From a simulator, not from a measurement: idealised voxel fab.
Process module heading - voxel self aligned vias
285 nm wide, 5 nm square cells: that's cross-section cut.
If you're reading a cross-section in this doc, picture square cells in a grid; it comes to you as bands, top ones listed first down to the bottom, and a band can be one or more rows of cells. Basically the band line says how high the top is and how high the bottom is, in nm, and then what's in it from left to right, every material with its width in nm. Empty space shows up as "blank", and if a single material carries "full width" it runs the full band edge to edge. Heights are reckoned from 0. Under this level, the received wafer is all of one material. The bottommost band is open-ended downward, for example "top 0, no bottom". Quick explanation for "30 to 40": the width changes in equal steps down the rows of cells, from the first number in the band's top row to the second number in its bottom row. No cell of the cross-section changed in a step that is given as "no alteration". Listed in "Non-vented voids": every empty space of 8 or more cells without an open way to the top. Form: width x height at distance, the distance being from the left edge, all in nm. The remark found on a step's line after its settings is issued by the simulator itself and pertains to that step. "overlay nm" on a masked step: distance the mask lay right of its planned place, negative for left.

**Process steps (planned)**
1: RECEIVE: material Si
2: CONFORMAL_DEP: material SiO2, thk nm 10
3: CONFORMAL_DEP: material SiCN, thk nm 5
4: DIRECTIONAL_DEP: material SiO2, thk nm 25
5: DIRECTIONAL_DEP: material aC, thk nm 10
6: PATTERN: tone open, mask id LINES, material resist, width nm 30, pitch nm 75, thk nm 30, overlay nm 0
7: DIRECTIONAL_ETCH: etch materials aC, depth nm 10
8: STRIP: etch materials resist
9: DIRECTIONAL_ETCH: etch materials SiO2, depth nm 25
10: STRIP: etch materials aC
11: CONFORMAL_DEP: material TiN, thk nm 5
12: FILL_DEP: material Ru, thk nm 10
13: CMP: height nm 40
14: SELECTIVE_ETCH: etch materials W Ru TiN, depth nm 10
15: FILL_DEP: material SiN, thk nm 10
16: CMP: height nm 40
17: DIRECTIONAL_DEP: material SiO2, thk nm 15
18: PATTERN: tone open, mask id VIAS, material resist, width nm 50, thk nm 15, overlay nm 0
19: DIRECTIONAL_ETCH: etch materials SiO2, depth nm 15
20: DIRECTIONAL_ETCH: etch materials SiN, depth nm 10
21: STRIP: etch materials resist
22: CONFORMAL_DEP: material TiN, thk nm 5
23: FILL_DEP: material Ru, thk nm 10
24: CMP: height nm 55
25: CONFORMAL_DEP: material SiCN, thk nm 5

**First of two wafers - as planned**

**as received, after step 1**
  top 0, no bottom  Si full width
  Non-vented voids: none

**After step 2, in cross-section**
  top 10, bottom 0  SiO2 full width
  Below 0 it's all the same as before, nothing changed down there.

**After step 3, in cross-section**
  top 15, bottom 10  SiCN full width
  Below 10 it's all the same as before, nothing changed down there.

**After step 4, in cross-section**
  top 40, bottom 15  SiO2 full width
  Below 15 it's all the same as before, nothing changed down there.

**After step 5, in cross-section**
  top 50, bottom 40  aC full width
  Below 40 it's all the same as before, nothing changed down there.

**After step 6, in cross-section**
  top 80, bottom 50  resist 90 nm / blank 30 nm / resist 45 nm / blank 30 nm / resist 90 nm
  Below 50 it's all the same as before, nothing changed down there.

**After step 7, in cross-section**
  top 70, bottom 50  resist 90 nm / blank 30 nm / resist 45 nm / blank 30 nm / resist 90 nm
  top 50, bottom 40  aC 90 nm / blank 30 nm / aC 45 nm / blank 30 nm / aC 90 nm
  Below 40 it's all the same as before, nothing changed down there.

**After step 8, in cross-section**
  top 50, bottom 40  aC 90 nm / blank 30 nm / aC 45 nm / blank 30 nm / aC 90 nm
  Below 40 it's all the same as before, nothing changed down there.

**After step 9, in cross-section**
  top 50, bottom 40  aC 90 nm / blank 30 nm / aC 45 nm / blank 30 nm / aC 90 nm
  top 40, bottom 15  SiO2 90 nm / blank 30 nm / SiO2 45 nm / blank 30 nm / SiO2 90 nm
  Below 15 it's all the same as before, nothing changed down there.

**After step 10, in cross-section**
  top 40, bottom 15  SiO2 90 nm / blank 30 nm / SiO2 45 nm / blank 30 nm / SiO2 90 nm
  Below 15 it's all the same as before, nothing changed down there.

**After step 11, in cross-section**
  top 45, bottom 40  TiN 95 nm / blank 20 nm / TiN 55 nm / blank 20 nm / TiN 95 nm
  top 40, bottom 20  SiO2 90 nm / TiN 5 nm / blank 20 nm / TiN 5 nm / SiO2 45 nm / TiN 5 nm / blank 20 nm / TiN 5 nm / SiO2 90 nm
  top 20, bottom 15  SiO2 90 nm / TiN 30 nm / SiO2 45 nm / TiN 30 nm / SiO2 90 nm
  Below 15 it's all the same as before, nothing changed down there.

**After step 12, in cross-section**
  top 55, bottom 45  Ru full width
  top 45, bottom 40  TiN 95 nm / Ru 20 nm / TiN 55 nm / Ru 20 nm / TiN 95 nm
  top 40, bottom 20  SiO2 90 nm / TiN 5 nm / Ru 20 nm / TiN 5 nm / SiO2 45 nm / TiN 5 nm / Ru 20 nm / TiN 5 nm / SiO2 90 nm
  Below 20 it's all the same as before, nothing changed down there.

**After step 13, in cross-section**
  top 40, bottom 20  SiO2 90 nm / TiN 5 nm / Ru 20 nm / TiN 5 nm / SiO2 45 nm / TiN 5 nm / Ru 20 nm / TiN 5 nm / SiO2 90 nm
  Below 20 it's all the same as before, nothing changed down there.

**After step 14, in cross-section**
  top 40, bottom 30  SiO2 90 nm / blank 30 nm / SiO2 45 nm / blank 30 nm / SiO2 90 nm
  Below 30 it's all the same as before, nothing changed down there.

**After step 15, in cross-section**
  top 50, bottom 40  SiN full width
  top 40, bottom 30  SiO2 90 nm / SiN 30 nm / SiO2 45 nm / SiN 30 nm / SiO2 90 nm
  Below 30 it's all the same as before, nothing changed down there.

**After step 16, in cross-section**
  top 40, bottom 30  SiO2 90 nm / SiN 30 nm / SiO2 45 nm / SiN 30 nm / SiO2 90 nm
  Below 30 it's all the same as before, nothing changed down there.

**After step 17, in cross-section**
  top 55, bottom 40  SiO2 full width
  Below 40 it's all the same as before, nothing changed down there.

**After step 18, in cross-section**
  top 70, bottom 55  resist 80 nm / blank 50 nm / resist 155 nm
  Below 55 it's all the same as before, nothing changed down there.

**After step 19, in cross-section**
  top 70, bottom 55  resist 80 nm / blank 50 nm / resist 155 nm
  top 55, bottom 40  SiO2 80 nm / blank 50 nm / SiO2 155 nm
  Below 40 it's all the same as before, nothing changed down there.

**After step 20, in cross-section**
  top 70, bottom 55  resist 80 nm / blank 50 nm / resist 155 nm
  top 55, bottom 40  SiO2 80 nm / blank 50 nm / SiO2 155 nm
  top 40, bottom 30  SiO2 90 nm / blank 30 nm / SiO2 45 nm / SiN 30 nm / SiO2 90 nm
  Below 30 it's all the same as before, nothing changed down there.

**After step 21, in cross-section**
  top 55, bottom 40  SiO2 80 nm / blank 50 nm / SiO2 155 nm
  Below 40 it's all the same as before, nothing changed down there.

**After step 22, in cross-section**
  top 60, bottom 55  TiN 85 nm / blank 40 nm / TiN 160 nm
  top 55, bottom 45  SiO2 80 nm / TiN 5 nm / blank 40 nm / TiN 5 nm / SiO2 155 nm
  top 45, bottom 40  SiO2 80 nm / TiN 15 nm / blank 20 nm / TiN 15 nm / SiO2 155 nm
  top 40, bottom 35  SiO2 90 nm / TiN 5 nm / blank 20 nm / TiN 5 nm / SiO2 45 nm / SiN 30 nm / SiO2 90 nm
  top 35, bottom 30  SiO2 90 nm / TiN 30 nm / SiO2 45 nm / SiN 30 nm / SiO2 90 nm
  Below 30 it's all the same as before, nothing changed down there.

**After step 23, in cross-section**
  top 70, bottom 60  Ru full width
  top 60, bottom 55  TiN 85 nm / Ru 40 nm / TiN 160 nm
  top 55, bottom 45  SiO2 80 nm / TiN 5 nm / Ru 40 nm / TiN 5 nm / SiO2 155 nm
  top 45, bottom 40  SiO2 80 nm / TiN 15 nm / Ru 20 nm / TiN 15 nm / SiO2 155 nm
  top 40, bottom 35  SiO2 90 nm / TiN 5 nm / Ru 20 nm / TiN 5 nm / SiO2 45 nm / SiN 30 nm / SiO2 90 nm
  Below 35 it's all the same as before, nothing changed down there.

**After step 24, in cross-section**
  top 55, bottom 45  SiO2 80 nm / TiN 5 nm / Ru 40 nm / TiN 5 nm / SiO2 155 nm
  Below 45 it's all the same as before, nothing changed down there.

**After step 25, in cross-section**
  top 60, bottom 55  SiCN full width
  Below 55 it's all the same as before, nothing changed down there.

**Second wafer. Start and plan as for the first. One mistake made in running. Agrees with the first up to and including step 2**

**What the second wafer looks like in cross-section when step 3 should have wrapped up**
  top 35, bottom 0  SiO2 full width
  Below 0 it's all the same as before, nothing changed down there.

**What the second wafer looks like in cross-section when step 4 should have wrapped up**
  top 40, bottom 35  SiCN full width
  Below 35 it's all the same as before, nothing changed down there.

**What the second wafer looks like in cross-section when step 5 should have wrapped up**
  top 50, bottom 40  aC full width
  Below 40 it's all the same as before, nothing changed down there.

**What the second wafer looks like in cross-section when step 6 should have wrapped up**
  top 80, bottom 50  resist 90 nm / blank 30 nm / resist 45 nm / blank 30 nm / resist 90 nm
  Below 50 it's all the same as before, nothing changed down there.

**What the second wafer looks like in cross-section when step 7 should have wrapped up**
  top 70, bottom 50  resist 90 nm / blank 30 nm / resist 45 nm / blank 30 nm / resist 90 nm
  top 50, bottom 40  aC 90 nm / blank 30 nm / aC 45 nm / blank 30 nm / aC 90 nm
  Below 40 it's all the same as before, nothing changed down there.

**What the second wafer looks like in cross-section when step 8 should have wrapped up**
  top 50, bottom 40  aC 90 nm / blank 30 nm / aC 45 nm / blank 30 nm / aC 90 nm
  Below 40 it's all the same as before, nothing changed down there.

What the second wafer looks like in cross-section when step 9 should have wrapped up: no alteration

**What the second wafer looks like in cross-section when step 10 should have wrapped up**
  top 40, bottom 35  SiCN full width
  Below 35 it's all the same as before, nothing changed down there.

**What the second wafer looks like in cross-section when step 11 should have wrapped up**
  top 45, bottom 40  TiN full width
  Below 40 it's all the same as before, nothing changed down there.

**What the second wafer looks like in cross-section when step 12 should have wrapped up**
  top 55, bottom 45  Ru full width
  Below 45 it's all the same as before, nothing changed down there.

**What the second wafer looks like in cross-section when step 13 should have wrapped up**
  top 40, bottom 35  SiCN full width
  Below 35 it's all the same as before, nothing changed down there.

What the second wafer looks like in cross-section when step 14 should have wrapped up: no alteration

**What the second wafer looks like in cross-section when step 15 should have wrapped up**
  top 50, bottom 40  SiN full width
  Below 40 it's all the same as before, nothing changed down there.

**What the second wafer looks like in cross-section when step 16 should have wrapped up**
  top 40, bottom 35  SiCN full width
  Below 35 it's all the same as before, nothing changed down there.

**What the second wafer looks like in cross-section when step 17 should have wrapped up**
  top 55, bottom 40  SiO2 full width
  Below 40 it's all the same as before, nothing changed down there.

**What the second wafer looks like in cross-section when step 18 should have wrapped up**
  top 70, bottom 55  resist 80 nm / blank 50 nm / resist 155 nm
  Below 55 it's all the same as before, nothing changed down there.

**What the second wafer looks like in cross-section when step 19 should have wrapped up**
  top 70, bottom 55  resist 80 nm / blank 50 nm / resist 155 nm
  top 55, bottom 40  SiO2 80 nm / blank 50 nm / SiO2 155 nm
  Below 40 it's all the same as before, nothing changed down there.

What the second wafer looks like in cross-section when step 20 should have wrapped up: no alteration

**What the second wafer looks like in cross-section when step 21 should have wrapped up**
  top 55, bottom 40  SiO2 80 nm / blank 50 nm / SiO2 155 nm
  Below 40 it's all the same as before, nothing changed down there.

**What the second wafer looks like in cross-section when step 22 should have wrapped up**
  top 60, bottom 55  TiN 85 nm / blank 40 nm / TiN 160 nm
  top 55, bottom 45  SiO2 80 nm / TiN 5 nm / blank 40 nm / TiN 5 nm / SiO2 155 nm
  top 45, bottom 40  SiO2 80 nm / TiN 50 nm / SiO2 155 nm
  Below 40 it's all the same as before, nothing changed down there.

**What the second wafer looks like in cross-section when step 23 should have wrapped up**
  top 70, bottom 60  Ru full width
  top 60, bottom 55  TiN 85 nm / Ru 40 nm / TiN 160 nm
  top 55, bottom 45  SiO2 80 nm / TiN 5 nm / Ru 40 nm / TiN 5 nm / SiO2 155 nm
  Below 45 it's all the same as before, nothing changed down there.

**What the second wafer looks like in cross-section when step 24 should have wrapped up**
  top 55, bottom 45  SiO2 80 nm / TiN 5 nm / Ru 40 nm / TiN 5 nm / SiO2 155 nm
  Below 45 it's all the same as before, nothing changed down there.

**What the second wafer looks like in cross-section when step 25 should have wrapped up**
  top 60, bottom 55  SiCN full width
  Below 55 it's all the same as before, nothing changed down there.
Processing error: plan steps 3 and 4 run swapped
End check, counted in cells, second wafer has more or fewer of these materials than the first: -24 Ru | -12 SiN | +60 SiO2 | -24 TiN
